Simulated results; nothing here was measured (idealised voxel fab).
Herein follows the process module entitled voxel fin reveal.
Xsec cut, 275 nm wide, square cell size 5 nm.
In what follows, cross-sections appear as grids of square cells, described through bands that run from the top down, where every band is one or more rows of cells.
This entry defines a band. It first specifies the height of the band's top and the height of its bottom in nm, and then specifies the band's materials from left to right, stating each material with its width in nm. The word "edge to edge" identifies a single material that fills the band from edge to edge, while the word "air" identifies empty space.
Below 0: as-received wafer, all one material; heights counted from there. Lowest band: no bottom, goes on down, written "top 0, no bottom".
It should be noted that a width expressed as "30..40" varies in equal increments from row to row of cells within the band, taking the value of the first number at the top row and that of the second number at the bottom row.
Basically "identical to before" means that step didn't change any cell in the cross-section.
Reported under the label "Closed void catalog" are the empty spaces having no open way to the top and comprising 8 cells or more; the notation for each is width x height at distance, in which the distance is measured from the left edge and all three values are in nm.
If you see something after the settings on a step's line, that's the simulator's own remark about that step.
For masked steps, "overlay nm" on the step line gives how far right of plan the mask actually lay; a minus sign means it lay to the left.

[The following list gives the planned process steps]
| 1 | RECEIVE with material Si |
| 2 | CONFORMAL_DEP with material SiN, thk nm 10 |
| 3 | PATTERN with tone cover, mask id FINS, material resist, width nm 15, pitch nm 35, thk nm 20, overlay nm 0 |
| 4 | DIRECTIONAL_ETCH with etch materials SiN, depth nm 10 |
| 5 | DIRECTIONAL_ETCH with etch materials Si, depth nm 40 |
| 6 | STRIP with etch materials resist |
| 7 | OXIDIZE with depth nm 5 |
| 8 | FILL_DEP with material SiO2, thk nm 15 |
| 9 | CMP with height nm 10 |
| 10 | SELECTIVE_ETCH with etch materials SiO2, depth nm 25 |
| 11 | STRIP with etch materials SiN |
| 12 | CONFORMAL_DEP with material HfO2, thk nm 5 |

[Run as planned: first of two wafers]

[Received-state cross-section, reflecting completion of step 1]
top 0, no bottom = Si edge to edge
Closed void catalog: none

[You're looking at a cross-section of the wafer after step 2]
top 10, bottom 0 = SiN edge to edge
Under 0: no change, same as before.

[You're looking at a cross-section of the wafer after step 3]
top 30, bottom 10 = air (110) | resist (15) | air (20) | resist (15) | air (115)
Under 10: no change, same as before.

[You're looking at a cross-section of the wafer after step 4]
top 30, bottom 10 = air (110) | resist (15) | air (20) | resist (15) | air (115)
top 10, bottom 0 = air (110) | SiN (15) | air (20) | SiN (15) | air (115)
Under 0: no change, same as before.

[You're looking at a cross-section of the wafer after step 5]
top 30, bottom 10 = air (110) | resist (15) | air (20) | resist (15) | air (115)
top 10, bottom 0 = air (110) | SiN (15) | air (20) | SiN (15) | air (115)
top 0, bottom -40 = air (110) | Si (15) | air (20) | Si (15) | air (115)
Under -40: no change, same as before.

[You're looking at a cross-section of the wafer after step 6]
top 10, bottom 0 = air (110) | SiN (15) | air (20) | SiN (15) | air (115)
Under 0: no change, same as before.

[You're looking at a cross-section of the wafer after step 7]
top 10, bottom 0 = air (110) | SiN (15) | air (20) | SiN (15) | air (115)
top 0, bottom -40 = air (110) | SiO2 (5) | Si (5) | SiO2 (5) | air (20) | SiO2 (5) | Si (5) | SiO2 (5) | air (115)
top -40, bottom -45 = SiO2 (115) | Si (5) | SiO2 (30) | Si (5) | SiO2 (120)
Under -45: no change, same as before.

[You're looking at a cross-section of the wafer after step 8]
top 25, bottom 10 = SiO2 edge to edge
top 10, bottom 0 = SiO2 (110) | SiN (15) | SiO2 (20) | SiN (15) | SiO2 (115)
top 0, bottom -45 = SiO2 (115) | Si (5) | SiO2 (30) | Si (5) | SiO2 (120)
Under -45: no change, same as before.

[You're looking at a cross-section of the wafer after step 9]
top 10, bottom 0 = SiO2 (110) | SiN (15) | SiO2 (20) | SiN (15) | SiO2 (115)
Under 0: no change, same as before.

[You're looking at a cross-section of the wafer after step 10]
top 10, bottom 0 = air (110) | SiN (15) | air (20) | SiN (15) | air (115)
top 0, bottom -15 = air (115) | Si (5) | air (30) | Si (5) | air (120)
Under -15: no change, same as before.

[You're looking at a cross-section of the wafer after step 11]
top 0, bottom -15 = air (115) | Si (5) | air (30) | Si (5) | air (120)
Under -15: no change, same as before.

[You're looking at a cross-section of the wafer after step 12]
top 5, bottom 0 = air (110) | HfO2 (15) | air (20) | HfO2 (15) | air (115)
top 0, bottom -10 = air (110) | HfO2 (5) | Si (5) | HfO2 (5) | air (20) | HfO2 (5) | Si (5) | HfO2 (5) | air (115)
top -10, bottom -15 = HfO2 (115) | Si (5) | HfO2 (30) | Si (5) | HfO2 (120)
Under -15: no change, same as before.

[Regarding the second of the two wafers: it shared the first wafer's starting condition and process plan, yet one error occurred during its execution. Its history coincides with that of the first wafer up to and including step 9]

[Look at the second wafer in cross-section at the time step 10 ought to have finished]
top 10, bottom 0 = air (110) | SiN (15) | air (20) | SiN (15) | air (115)
top 0, bottom -40 = air (115) | Si (5) | air (30) | Si (5) | air (120)
Under -40: no change, same as before.

[Look at the second wafer in cross-section at the time step 11 ought to have finished]
top 0, bottom -40 = air (115) | Si (5) | air (30) | Si (5) | air (120)
Under -40: no change, same as before.

[Look at the second wafer in cross-section at the time step 12 ought to have finished]
top 5, bottom 0 = air (110) | HfO2 (15) | air (20) | HfO2 (15) | air (115)
top 0, bottom -35 = air (110) | HfO2 (5) | Si (5) | HfO2 (5) | air (20) | HfO2 (5) | Si (5) | HfO2 (5) | air (115)
top -35, bottom -40 = HfO2 (115) | Si (5) | HfO2 (30) | Si (5) | HfO2 (120)
Under -40: no change, same as before.
So what did we get wrong on this run? step 10, plan: ran twice
Counted in cells at the end, the second wafer holds more or fewer of these materials than the first: +20 HfO2 | -265 SiO2
